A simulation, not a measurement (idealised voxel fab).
Module name: voxel trench capacitor (process module)
The cross-section shown here is cut; it is 165 nm wide and divided into square cells measuring 5 nm on a side.
Cross-section spec: square-cell grid; bands listed top down; each band is one or more rows. Heads up on the band format: heights come first, top then bottom, in nm. After that it's the materials left to right, each with its width in nm. A single material flagged "throughout" fills the whole band edge to edge, and "empty" means there's empty space there. Heights are reckoned from 0. Under this level, the received wafer is all of one material. The bottommost band is open-ended downward, for example "0 down". You'd read "30..40" like this: the band's top row of cells is as wide as the first number, its bottom row is as wide as the second, and going down, every row changes width by the same amount as the row before did. You'll sometimes find "no modifications" written for a step, and that's the way of saying that nowhere in the cross-section did a cell change during that step. In the "Unvented voids" entry, you get each enclosed empty space of 8 cells or more, one with no open way to the top, written width x height at distance, distance from the left edge, in nm. That trailing text on a step's line, after the settings, is the simulator's own remark on the step. The "overlay nm" setting may appear on a step's line; for a step that uses a mask, it gives how far to the right of its planned position the mask lay, and a negative value indicates the left.

Set out below are the planned steps of the process
1,RECEIVE with material Si
2,CONFORMAL_DEP with material SiN, thk nm 5
3,DIRECTIONAL_DEP with material aC, thk nm 15
4,PATTERN with tone open, mask id TRENCH, material resist, width nm 15, pitch nm 40, thk nm 35, overlay nm 0
5,DIRECTIONAL_ETCH with etch materials aC, depth nm 15
6,STRIP with etch materials resist
7,DIRECTIONAL_ETCH with etch materials SiN, depth nm 5
8,DIRECTIONAL_ETCH with etch materials Si, depth nm 40
9,STRIP with etch materials aC
10,CONFORMAL_DEP with material Al2O3, thk nm 5
11,FILL_DEP with material polySi, thk nm 5
12,CMP with height nm 5

So, the first of our two wafers, run just as we planned it

This is the cross-section of the wafer as we received it, i.e. after step 1
0 down = Si throughout
Unvented voids: none

Sectional view: wafer, after step 2
5 to 0 = SiN throughout
Heights below 0 show no change.

Sectional view: wafer, after step 3
20 to 5 = aC throughout
Heights below 5 show no change.

Sectional view: wafer, after step 4
55 to 20 = resist: 35 | empty: 15 | resist: 25 | empty: 15 | resist: 25 | empty: 15 | resist: 35
Heights below 20 show no change.

Sectional view: wafer, after step 5
40 to 20 = resist: 35 | empty: 15 | resist: 25 | empty: 15 | resist: 25 | empty: 15 | resist: 35
20 to 5 = aC: 35 | empty: 15 | aC: 25 | empty: 15 | aC: 25 | empty: 15 | aC: 35
Heights below 5 show no change.

Sectional view: wafer, after step 6
20 to 5 = aC: 35 | empty: 15 | aC: 25 | empty: 15 | aC: 25 | empty: 15 | aC: 35
Heights below 5 show no change.

Sectional view: wafer, after step 7
20 to 5 = aC: 35 | empty: 15 | aC: 25 | empty: 15 | aC: 25 | empty: 15 | aC: 35
5 to 0 = SiN: 35 | empty: 15 | SiN: 25 | empty: 15 | SiN: 25 | empty: 15 | SiN: 35
Heights below 0 show no change.

Sectional view: wafer, after step 8
20 to 5 = aC: 35 | empty: 15 | aC: 25 | empty: 15 | aC: 25 | empty: 15 | aC: 35
5 to 0 = SiN: 35 | empty: 15 | SiN: 25 | empty: 15 | SiN: 25 | empty: 15 | SiN: 35
0 to -40 = Si: 35 | empty: 15 | Si: 25 | empty: 15 | Si: 25 | empty: 15 | Si: 35
Heights below -40 show no change.

Sectional view: wafer, after step 9
5 to 0 = SiN: 35 | empty: 15 | SiN: 25 | empty: 15 | SiN: 25 | empty: 15 | SiN: 35
Heights below 0 show no change.

Sectional view: wafer, after step 10
10 to 5 = Al2O3: 40 | empty: 5 | Al2O3: 35 | empty: 5 | Al2O3: 35 | empty: 5 | Al2O3: 40
5 to 0 = SiN: 35 | Al2O3: 5 | empty: 5 | Al2O3: 5 | SiN: 25 | Al2O3: 5 | empty: 5 | Al2O3: 5 | SiN: 25 | Al2O3: 5 | empty: 5 | Al2O3: 5 | SiN: 35
0 to -35 = Si: 35 | Al2O3: 5 | empty: 5 | Al2O3: 5 | Si: 25 | Al2O3: 5 | empty: 5 | Al2O3: 5 | Si: 25 | Al2O3: 5 | empty: 5 | Al2O3: 5 | Si: 35
-35 to -40 = Si: 35 | Al2O3: 15 | Si: 25 | Al2O3: 15 | Si: 25 | Al2O3: 15 | Si: 35
Heights below -40 show no change.

Sectional view: wafer, after step 11
15 to 10 = polySi throughout
10 to 5 = Al2O3: 40 | polySi: 5 | Al2O3: 35 | polySi: 5 | Al2O3: 35 | polySi: 5 | Al2O3: 40
5 to 0 = SiN: 35 | Al2O3: 5 | polySi: 5 | Al2O3: 5 | SiN: 25 | Al2O3: 5 | polySi: 5 | Al2O3: 5 | SiN: 25 | Al2O3: 5 | polySi: 5 | Al2O3: 5 | SiN: 35
0 to -35 = Si: 35 | Al2O3: 5 | polySi: 5 | Al2O3: 5 | Si: 25 | Al2O3: 5 | polySi: 5 | Al2O3: 5 | Si: 25 | Al2O3: 5 | polySi: 5 | Al2O3: 5 | Si: 35
Heights below -35 show no change.

Sectional view: wafer, after step 12
5 to 0 = SiN: 35 | Al2O3: 5 | polySi: 5 | Al2O3: 5 | SiN: 25 | Al2O3: 5 | polySi: 5 | Al2O3: 5 | SiN: 25 | Al2O3: 5 | polySi: 5 | Al2O3: 5 | SiN: 35
Heights below 0 show no change.

Second wafer - shared start and plan with the first - one error in running - same as the first up to step 5 inclusive

Second wafer at the planned finish of step 6, seen in cross-section: no modifications

Second wafer at the planned finish of step 7, seen in cross-section
40 to 20 = resist: 35 | empty: 15 | resist: 25 | empty: 15 | resist: 25 | empty: 15 | resist: 35
20 to 5 = aC: 35 | empty: 15 | aC: 25 | empty: 15 | aC: 25 | empty: 15 | aC: 35
5 to 0 = SiN: 35 | empty: 15 | SiN: 25 | empty: 15 | SiN: 25 | empty: 15 | SiN: 35
Heights below 0 show no change.

Second wafer at the planned finish of step 8, seen in cross-section
40 to 20 = resist: 35 | empty: 15 | resist: 25 | empty: 15 | resist: 25 | empty: 15 | resist: 35
20 to 5 = aC: 35 | empty: 15 | aC: 25 | empty: 15 | aC: 25 | empty: 15 | aC: 35
5 to 0 = SiN: 35 | empty: 15 | SiN: 25 | empty: 15 | SiN: 25 | empty: 15 | SiN: 35
0 to -40 = Si: 35 | empty: 15 | Si: 25 | empty: 15 | Si: 25 | empty: 15 | Si: 35
Heights below -40 show no change.

Second wafer at the planned finish of step 9, seen in cross-section
5 to 0 = SiN: 35 | empty: 15 | SiN: 25 | empty: 15 | SiN: 25 | empty: 15 | SiN: 35
Heights below 0 show no change.

Second wafer at the planned finish of step 10, seen in cross-section
10 to 5 = Al2O3: 40 | empty: 5 | Al2O3: 35 | empty: 5 | Al2O3: 35 | empty: 5 | Al2O3: 40
5 to 0 = SiN: 35 | Al2O3: 5 | empty: 5 | Al2O3: 5 | SiN: 25 | Al2O3: 5 | empty: 5 | Al2O3: 5 | SiN: 25 | Al2O3: 5 | empty: 5 | Al2O3: 5 | SiN: 35
0 to -35 = Si: 35 | Al2O3: 5 | empty: 5 | Al2O3: 5 | Si: 25 | Al2O3: 5 | empty: 5 | Al2O3: 5 | Si: 25 | Al2O3: 5 | empty: 5 | Al2O3: 5 | Si: 35
-35 to -40 = Si: 35 | Al2O3: 15 | Si: 25 | Al2O3: 15 | Si: 25 | Al2O3: 15 | Si: 35
Heights below -40 show no change.

Second wafer at the planned finish of step 11, seen in cross-section
15 to 10 = polySi throughout
10 to 5 = Al2O3: 40 | polySi: 5 | Al2O3: 35 | polySi: 5 | Al2O3: 35 | polySi: 5 | Al2O3: 40
5 to 0 = SiN: 35 | Al2O3: 5 | polySi: 5 | Al2O3: 5 | SiN: 25 | Al2O3: 5 | polySi: 5 | Al2O3: 5 | SiN: 25 | Al2O3: 5 | polySi: 5 | Al2O3: 5 | SiN: 35
0 to -35 = Si: 35 | Al2O3: 5 | polySi: 5 | Al2O3: 5 | Si: 25 | Al2O3: 5 | polySi: 5 | Al2O3: 5 | Si: 25 | Al2O3: 5 | polySi: 5 | Al2O3: 5 | Si: 35
Heights below -35 show no change.

Second wafer at the planned finish of step 12, seen in cross-section
5 to 0 = SiN: 35 | Al2O3: 5 | polySi: 5 | Al2O3: 5 | SiN: 25 | Al2O3: 5 | polySi: 5 | Al2O3: 5 | SiN: 25 | Al2O3: 5 | polySi: 5 | Al2O3: 5 | SiN: 35
Heights below 0 show no change.
Here's what went sideways: step 6 was left out
Result: same final cross-section on the two wafers, so no effect from the mistake in this model.
